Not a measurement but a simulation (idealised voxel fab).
The document below concerns the process module designated voxel gate over fins.
cross-section cut | 195 nm wide | cells 5 nm
Throughout this document, each cross-section is represented as a grid of square cells and is presented as a sequence of bands enumerated from the top downward, where a band comprises one or more rows of cells.
For a band, the entry starts with two heights in nm, that of the top and then that of the bottom, and carries on with the band's materials in order from left to right, each alongside its width in nm; the word "throughout" beside a single material means it fills the band edge to edge, and "empty" means empty space.
Heights are measured from 0, the level below which the as-received wafer is all one material; the lowest band has no bottom and continues downward, written as in "z 0 and below".
So if you see something like "30..40" for the width, read it as the top row of the band sitting at the first number and the bottom row at the second, with every row in between moving by the same amount as the last.
No cell of the cross-section changed in a step that is given as "nothing was modified".
Under "Entrapped void list" you'll find the enclosed gaps, the ones with no way out to the top, that are 8 cells or bigger; each reads width x height at distance, with distance counted from the left edge, everything in nm.
The remark found on a step's line after its settings is issued by the simulator itself and pertains to that step.
Regarding "overlay nm": on a step with a mask, it is the distance the mask lay to the right of its planned place; a negative value places it to the left.

## Here's what the planned process steps look like
1) RECEIVE [material Si]
2) CONFORMAL_DEP [material SiN] [thk nm 5]
3) PATTERN [tone cover] [mask id FINS] [material resist] [width nm 15] [pitch nm 40] [thk nm 15] [overlay nm 0]
4) DIRECTIONAL_ETCH [etch materials SiN] [depth nm 5]
5) DIRECTIONAL_ETCH [etch materials Si] [depth nm 40]
6) STRIP [etch materials resist]
7) FILL_DEP [material SiO2] [thk nm 10]
8) CMP [height nm 5]
9) SELECTIVE_ETCH [etch materials SiO2] [depth nm 20]
10) STRIP [etch materials SiN]
11) CONFORMAL_DEP [material HfO2] [thk nm 5]
12) CONFORMAL_DEP [material TiN] [thk nm 5]
13) CONFORMAL_DEP [material TiAl] [thk nm 5]
14) CONFORMAL_DEP [material TiN] [thk nm 5]
15) FILL_DEP [material W] [thk nm 15]
16) CMP [height nm 30]
17) CONFORMAL_DEP [material SiN] [thk nm 5]

## First of two wafers, processed according to plan

## Delivered wafer in cross-section: state after step 1
    z 0 and below: Si throughout
    Entrapped void list: none

## Cross-sectional representation of the wafer at the conclusion of step 2
    z 5 to 0: SiN throughout
    Heights below 0 show no change.

## Cross-sectional representation of the wafer at the conclusion of step 3
    z 20 to 5: 50 nm empty  15 nm resist  25 nm empty  15 nm resist  25 nm empty  15 nm resist  50 nm empty
    Heights below 5 show no change.

## Cross-sectional representation of the wafer at the conclusion of step 4
    z 20 to 5: 50 nm empty  15 nm resist  25 nm empty  15 nm resist  25 nm empty  15 nm resist  50 nm empty
    z 5 to 0: 50 nm empty  15 nm SiN  25 nm empty  15 nm SiN  25 nm empty  15 nm SiN  50 nm empty
    Heights below 0 show no change.

## Cross-sectional representation of the wafer at the conclusion of step 5
    z 20 to 5: 50 nm empty  15 nm resist  25 nm empty  15 nm resist  25 nm empty  15 nm resist  50 nm empty
    z 5 to 0: 50 nm empty  15 nm SiN  25 nm empty  15 nm SiN  25 nm empty  15 nm SiN  50 nm empty
    z 0 to -40: 50 nm empty  15 nm Si  25 nm empty  15 nm Si  25 nm empty  15 nm Si  50 nm empty
    Heights below -40 show no change.

## Cross-sectional representation of the wafer at the conclusion of step 6
    z 5 to 0: 50 nm empty  15 nm SiN  25 nm empty  15 nm SiN  25 nm empty  15 nm SiN  50 nm empty
    Heights below 0 show no change.

## Cross-sectional representation of the wafer at the conclusion of step 7
    z 15 to 5: SiO2 throughout
    z 5 to 0: 50 nm SiO2  15 nm SiN  25 nm SiO2  15 nm SiN  25 nm SiO2  15 nm SiN  50 nm SiO2
    z 0 to -40: 50 nm SiO2  15 nm Si  25 nm SiO2  15 nm Si  25 nm SiO2  15 nm Si  50 nm SiO2
    Heights below -40 show no change.

## Cross-sectional representation of the wafer at the conclusion of step 8
    z 5 to 0: 50 nm SiO2  15 nm SiN  25 nm SiO2  15 nm SiN  25 nm SiO2  15 nm SiN  50 nm SiO2
    Heights below 0 show no change.

## Cross-sectional representation of the wafer at the conclusion of step 9
    z 5 to 0: 50 nm empty  15 nm SiN  25 nm empty  15 nm SiN  25 nm empty  15 nm SiN  50 nm empty
    z 0 to -15: 50 nm empty  15 nm Si  25 nm empty  15 nm Si  25 nm empty  15 nm Si  50 nm empty
    Heights below -15 show no change.

## Cross-sectional representation of the wafer at the conclusion of step 10
    z 0 to -15: 50 nm empty  15 nm Si  25 nm empty  15 nm Si  25 nm empty  15 nm Si  50 nm empty
    Heights below -15 show no change.

## Cross-sectional representation of the wafer at the conclusion of step 11
    z 5 to 0: 45 nm empty  25 nm HfO2  15 nm empty  25 nm HfO2  15 nm empty  25 nm HfO2  45 nm empty
    z 0 to -10: 45 nm empty  5 nm HfO2  15 nm Si  5 nm HfO2  15 nm empty  5 nm HfO2  15 nm Si  5 nm HfO2  15 nm empty  5 nm HfO2  15 nm Si  5 nm HfO2  45 nm empty
    z -10 to -15: 50 nm HfO2  15 nm Si  25 nm HfO2  15 nm Si  25 nm HfO2  15 nm Si  50 nm HfO2
    Heights below -15 show no change.

## Cross-sectional representation of the wafer at the conclusion of step 12
    z 10 to 5: 40 nm empty  35 nm TiN  5 nm empty  35 nm TiN  5 nm empty  35 nm TiN  40 nm empty
    z 5 to 0: 40 nm empty  5 nm TiN  25 nm HfO2  5 nm TiN  5 nm empty  5 nm TiN  25 nm HfO2  5 nm TiN  5 nm empty  5 nm TiN  25 nm HfO2  5 nm TiN  40 nm empty
    z 0 to -5: 40 nm empty  5 nm TiN  5 nm HfO2  15 nm Si  5 nm HfO2  5 nm TiN  5 nm empty  5 nm TiN  5 nm HfO2  15 nm Si  5 nm HfO2  5 nm TiN  5 nm empty  5 nm TiN  5 nm HfO2  15 nm Si  5 nm HfO2  5 nm TiN  40 nm empty
    z -5 to -10: 45 nm TiN  5 nm HfO2  15 nm Si  5 nm HfO2  15 nm TiN  5 nm HfO2  15 nm Si  5 nm HfO2  15 nm TiN  5 nm HfO2  15 nm Si  5 nm HfO2  45 nm TiN
    Heights below -10 show no change.

## Cross-sectional representation of the wafer at the conclusion of step 13
    z 15 to 10: 35 nm empty  125 nm TiAl  35 nm empty
    z 10 to 5: 35 nm empty  5 nm TiAl  35 nm TiN  5 nm TiAl  35 nm TiN  5 nm TiAl  35 nm TiN  5 nm TiAl  35 nm empty
    z 5 to 0: 35 nm empty  5 nm TiAl  5 nm TiN  25 nm HfO2  5 nm TiN  5 nm TiAl  5 nm TiN  25 nm HfO2  5 nm TiN  5 nm TiAl  5 nm TiN  25 nm HfO2  5 nm TiN  5 nm TiAl  35 nm empty
    z 0 to -5: 40 nm TiAl  5 nm TiN  5 nm HfO2  15 nm Si  5 nm HfO2  5 nm TiN  5 nm TiAl  5 nm TiN  5 nm HfO2  15 nm Si  5 nm HfO2  5 nm TiN  5 nm TiAl  5 nm TiN  5 nm HfO2  15 nm Si  5 nm HfO2  5 nm TiN  40 nm TiAl
    Heights below -5 show no change.

## Cross-sectional representation of the wafer at the conclusion of step 14
    z 20 to 15: 30 nm empty  135 nm TiN  30 nm empty
    z 15 to 10: 30 nm empty  5 nm TiN  125 nm TiAl  5 nm TiN  30 nm empty
    z 10 to 5: 30 nm empty  5 nm TiN  5 nm TiAl  35 nm TiN  5 nm TiAl  35 nm TiN  5 nm TiAl  35 nm TiN  5 nm TiAl  5 nm TiN  30 nm empty
    z 5 to 0: 35 nm TiN  5 nm TiAl  5 nm TiN  25 nm HfO2  5 nm TiN  5 nm TiAl  5 nm TiN  25 nm HfO2  5 nm TiN  5 nm TiAl  5 nm TiN  25 nm HfO2  5 nm TiN  5 nm TiAl  35 nm TiN
    Heights below 0 show no change.

## Cross-sectional representation of the wafer at the conclusion of step 15
    z 35 to 20: W throughout
    z 20 to 15: 30 nm W  135 nm TiN  30 nm W
    z 15 to 10: 30 nm W  5 nm TiN  125 nm TiAl  5 nm TiN  30 nm W
    z 10 to 5: 30 nm W  5 nm TiN  5 nm TiAl  35 nm TiN  5 nm TiAl  35 nm TiN  5 nm TiAl  35 nm TiN  5 nm TiAl  5 nm TiN  30 nm W
    Heights below 5 show no change.

## Cross-sectional representation of the wafer at the conclusion of step 16
    z 30 to 20: W throughout
    Heights below 20 show no change.

## Cross-sectional representation of the wafer at the conclusion of step 17
    z 35 to 30: SiN throughout
    Heights below 30 show no change.

## The second wafer began exactly as the first did and followed the same plan, but one mistake was made while running it; through step 2 inclusive, the two wafers are identical

## Second wafer, section view, time point: scheduled end of step 3
    z 20 to 5: 45 nm empty  15 nm resist  25 nm empty  15 nm resist  25 nm empty  15 nm resist  55 nm empty
    Heights below 5 show no change.

## Second wafer, section view, time point: scheduled end of step 4
    z 20 to 5: 45 nm empty  15 nm resist  25 nm empty  15 nm resist  25 nm empty  15 nm resist  55 nm empty
    z 5 to 0: 45 nm empty  15 nm SiN  25 nm empty  15 nm SiN  25 nm empty  15 nm SiN  55 nm empty
    Heights below 0 show no change.

## Second wafer, section view, time point: scheduled end of step 5
    z 20 to 5: 45 nm empty  15 nm resist  25 nm empty  15 nm resist  25 nm empty  15 nm resist  55 nm empty
    z 5 to 0: 45 nm empty  15 nm SiN  25 nm empty  15 nm SiN  25 nm empty  15 nm SiN  55 nm empty
    z 0 to -40: 45 nm empty  15 nm Si  25 nm empty  15 nm Si  25 nm empty  15 nm Si  55 nm empty
    Heights below -40 show no change.

## Second wafer, section view, time point: scheduled end of step 6
    z 5 to 0: 45 nm empty  15 nm SiN  25 nm empty  15 nm SiN  25 nm empty  15 nm SiN  55 nm empty
    Heights below 0 show no change.

## Second wafer, section view, time point: scheduled end of step 7
    z 15 to 5: SiO2 throughout
    z 5 to 0: 45 nm SiO2  15 nm SiN  25 nm SiO2  15 nm SiN  25 nm SiO2  15 nm SiN  55 nm SiO2
    z 0 to -40: 45 nm SiO2  15 nm Si  25 nm SiO2  15 nm Si  25 nm SiO2  15 nm Si  55 nm SiO2
    Heights below -40 show no change.

## Second wafer, section view, time point: scheduled end of step 8
    z 5 to 0: 45 nm SiO2  15 nm SiN  25 nm SiO2  15 nm SiN  25 nm SiO2  15 nm SiN  55 nm SiO2
    Heights below 0 show no change.

## Second wafer, section view, time point: scheduled end of step 9
    z 5 to 0: 45 nm empty  15 nm SiN  25 nm empty  15 nm SiN  25 nm empty  15 nm SiN  55 nm empty
    z 0 to -15: 45 nm empty  15 nm Si  25 nm empty  15 nm Si  25 nm empty  15 nm Si  55 nm empty
    Heights below -15 show no change.

## Second wafer, section view, time point: scheduled end of step 10
    z 0 to -15: 45 nm empty  15 nm Si  25 nm empty  15 nm Si  25 nm empty  15 nm Si  55 nm empty
    Heights below -15 show no change.

## Second wafer, section view, time point: scheduled end of step 11
    z 5 to 0: 40 nm empty  25 nm HfO2  15 nm empty  25 nm HfO2  15 nm empty  25 nm HfO2  50 nm empty
    z 0 to -10: 40 nm empty  5 nm HfO2  15 nm Si  5 nm HfO2  15 nm empty  5 nm HfO2  15 nm Si  5 nm HfO2  15 nm empty  5 nm HfO2  15 nm Si  5 nm HfO2  50 nm empty
    z -10 to -15: 45 nm HfO2  15 nm Si  25 nm HfO2  15 nm Si  25 nm HfO2  15 nm Si  55 nm HfO2
    Heights below -15 show no change.

## Second wafer, section view, time point: scheduled end of step 12
    z 10 to 5: 35 nm empty  35 nm TiN  5 nm empty  35 nm TiN  5 nm empty  35 nm TiN  45 nm empty
    z 5 to 0: 35 nm empty  5 nm TiN  25 nm HfO2  5 nm TiN  5 nm empty  5 nm TiN  25 nm HfO2  5 nm TiN  5 nm empty  5 nm TiN  25 nm HfO2  5 nm TiN  45 nm empty
    z 0 to -5: 35 nm empty  5 nm TiN  5 nm HfO2  15 nm Si  5 nm HfO2  5 nm TiN  5 nm empty  5 nm TiN  5 nm HfO2  15 nm Si  5 nm HfO2  5 nm TiN  5 nm empty  5 nm TiN  5 nm HfO2  15 nm Si  5 nm HfO2  5 nm TiN  45 nm empty
    z -5 to -10: 40 nm TiN  5 nm HfO2  15 nm Si  5 nm HfO2  15 nm TiN  5 nm HfO2  15 nm Si  5 nm HfO2  15 nm TiN  5 nm HfO2  15 nm Si  5 nm HfO2  50 nm TiN
    Heights below -10 show no change.

## Second wafer, section view, time point: scheduled end of step 13
    z 15 to 10: 30 nm empty  125 nm TiAl  40 nm empty
    z 10 to 5: 30 nm empty  5 nm TiAl  35 nm TiN  5 nm TiAl  35 nm TiN  5 nm TiAl  35 nm TiN  5 nm TiAl  40 nm empty
    z 5 to 0: 30 nm empty  5 nm TiAl  5 nm TiN  25 nm HfO2  5 nm TiN  5 nm TiAl  5 nm TiN  25 nm HfO2  5 nm TiN  5 nm TiAl  5 nm TiN  25 nm HfO2  5 nm TiN  5 nm TiAl  40 nm empty
    z 0 to -5: 35 nm TiAl  5 nm TiN  5 nm HfO2  15 nm Si  5 nm HfO2  5 nm TiN  5 nm TiAl  5 nm TiN  5 nm HfO2  15 nm Si  5 nm HfO2  5 nm TiN  5 nm TiAl  5 nm TiN  5 nm HfO2  15 nm Si  5 nm HfO2  5 nm TiN  45 nm TiAl
    Heights below -5 show no change.

## Second wafer, section view, time point: scheduled end of step 14
    z 20 to 15: 25 nm empty  135 nm TiN  35 nm empty
    z 15 to 10: 25 nm empty  5 nm TiN  125 nm TiAl  5 nm TiN  35 nm empty
    z 10 to 5: 25 nm empty  5 nm TiN  5 nm TiAl  35 nm TiN  5 nm TiAl  35 nm TiN  5 nm TiAl  35 nm TiN  5 nm TiAl  5 nm TiN  35 nm empty
    z 5 to 0: 30 nm TiN  5 nm TiAl  5 nm TiN  25 nm HfO2  5 nm TiN  5 nm TiAl  5 nm TiN  25 nm HfO2  5 nm TiN  5 nm TiAl  5 nm TiN  25 nm HfO2  5 nm TiN  5 nm TiAl  40 nm TiN
    Heights below 0 show no change.

## Second wafer, section view, time point: scheduled end of step 15
    z 35 to 20: W throughout
    z 20 to 15: 25 nm W  135 nm TiN  35 nm W
    z 15 to 10: 25 nm W  5 nm TiN  125 nm TiAl  5 nm TiN  35 nm W
    z 10 to 5: 25 nm W  5 nm TiN  5 nm TiAl  35 nm TiN  5 nm TiAl  35 nm TiN  5 nm TiAl  35 nm TiN  5 nm TiAl  5 nm TiN  35 nm W
    Heights below 5 show no change.

## Second wafer, section view, time point: scheduled end of step 16
    z 30 to 20: W throughout
    Heights below 20 show no change.

## Second wafer, section view, time point: scheduled end of step 17
    z 35 to 30: SiN throughout
    Heights below 30 show no change.
What was done differently from what was planned? step 3 was run on a setting that differed from the plan, and what really ran there is PATTERN [tone cover] [mask id FINS] [material resist] [width nm 15] [pitch nm 40] [thk nm 15] [overlay nm -5]
If you tally the cells, the second wafer ends up with the same amount of every material as the first; it's all just sitting in different places.
